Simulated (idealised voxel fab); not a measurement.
The following process module bears the name voxel gate over fins.
Cross-sectional view cut (width: 240 nm; square cell size: 5 nm).
In what follows, cross-sections appear as grids of square cells, described through bands that run from the top down, where every band is one or more rows of cells.
For a band, the entry starts with two heights in nm, that of the top and then that of the bottom, and carries on with the band's materials in order from left to right, each alongside its width in nm; the word "everywhere" beside a single material means it fills the band edge to edge, and "empty" means empty space.
Height 0 is the level under which the wafer as received is all one material. The lowest band goes on downwards, as in "top 0, no bottom".
Top row gets the first number, bottom row gets the second, and each row in between changes by the same step: that is how a band width like "30 to 40" works.
"stayed the same" (step): cross-section cells unchanged, all of them.
Heads up: "Cavities, closed" only lists the empty pockets with no open path to the top that are 8 cells or more, and it writes them as width x height at distance, distance from the left edge, in nm.
That trailing text on a step's line, after the settings, is the simulator's own remark on the step.
overlay nm: right-of-plan distance of the mask on a masked step; negative values mean left-of-plan.
The planned process steps are enumerated hereunder
1: RECEIVE [material Si]
2: CONFORMAL_DEP [material SiN] [thk nm 5]
3: PATTERN [tone cover] [mask id FINS] [material resist] [width nm 15] [pitch nm 55] [thk nm 20] [overlay nm 0]
4: DIRECTIONAL_ETCH [etch materials SiN] [depth nm 5]
5: DIRECTIONAL_ETCH [etch materials Si] [depth nm 40]
6: STRIP [etch materials resist]
7: FILL_DEP [material SiO2] [thk nm 5]
8: CMP [height nm 5]
9: MASKED_ETCH [tone open] [mask id RAIL] [width nm 15] [etch materials SiO2] [depth nm 40] [overlay nm -15]
10: CONFORMAL_DEP [material TiN] [thk nm 5]
11: FILL_DEP [material W] [thk nm 10]
12: CMP [height nm 5]
13: SELECTIVE_ETCH [etch materials W Ru TiN] [depth nm 25]
14: FILL_DEP [material SiO2] [thk nm 5]
15: CMP [height nm 5]
16: SELECTIVE_ETCH [etch materials SiO2] [depth nm 20]
17: STRIP [etch materials SiN]
18: CONFORMAL_DEP [material HfO2] [thk nm 5]
19: CONFORMAL_DEP [material TiN] [thk nm 5]
20: CONFORMAL_DEP [material TiAl] [thk nm 5]
21: CONFORMAL_DEP [material TiN] [thk nm 5]
22: FILL_DEP [material W] [thk nm 15]
23: CMP [height nm 30]
24: CONFORMAL_DEP [material SiCN] [thk nm 5]
Quick note for whoever runs this: the wafers start identical, but the overlay nm at step 9 isn't the same across them. The plan just shows what the first wafer had.
Received condition of the first of several wafers, sectioned: post-step 1
> top 0, no bottom: Si everywhere
> Cavities, closed: none
Per-wafer rows below. For each material: cells gained (+) or lost (-) since the wafer was received, as of end of module. Then: closed voids
overlay nm -15 | +66 HfO2 | -312 Si | +48 SiCN | +189 SiO2 | +66 TiAl | +138 TiN | +141 W | Cavities, closed: none
overlay nm -10 | +66 HfO2 | -312 Si | +48 SiCN | +186 SiO2 | +66 TiAl | +139 TiN | +143 W | Cavities, closed: none
overlay nm -5 | +66 HfO2 | -312 Si | +48 SiCN | +186 SiO2 | +66 TiAl | +139 TiN | +143 W | Cavities, closed: none
overlay nm 0 | +66 HfO2 | -312 Si | +48 SiCN | +186 SiO2 | +66 TiAl | +139 TiN | +143 W | Cavities, closed: none
overlay nm 5 | +66 HfO2 | -312 Si | +48 SiCN | +186 SiO2 | +66 TiAl | +139 TiN | +143 W | Cavities, closed: none
overlay nm 10 | +66 HfO2 | -312 Si | +48 SiCN | +186 SiO2 | +66 TiAl | +139 TiN | +143 W | Cavities, closed: none
overlay nm 15 | +66 HfO2 | -312 Si | +48 SiCN | +186 SiO2 | +66 TiAl | +139 TiN | +143 W | Cavities, closed: none
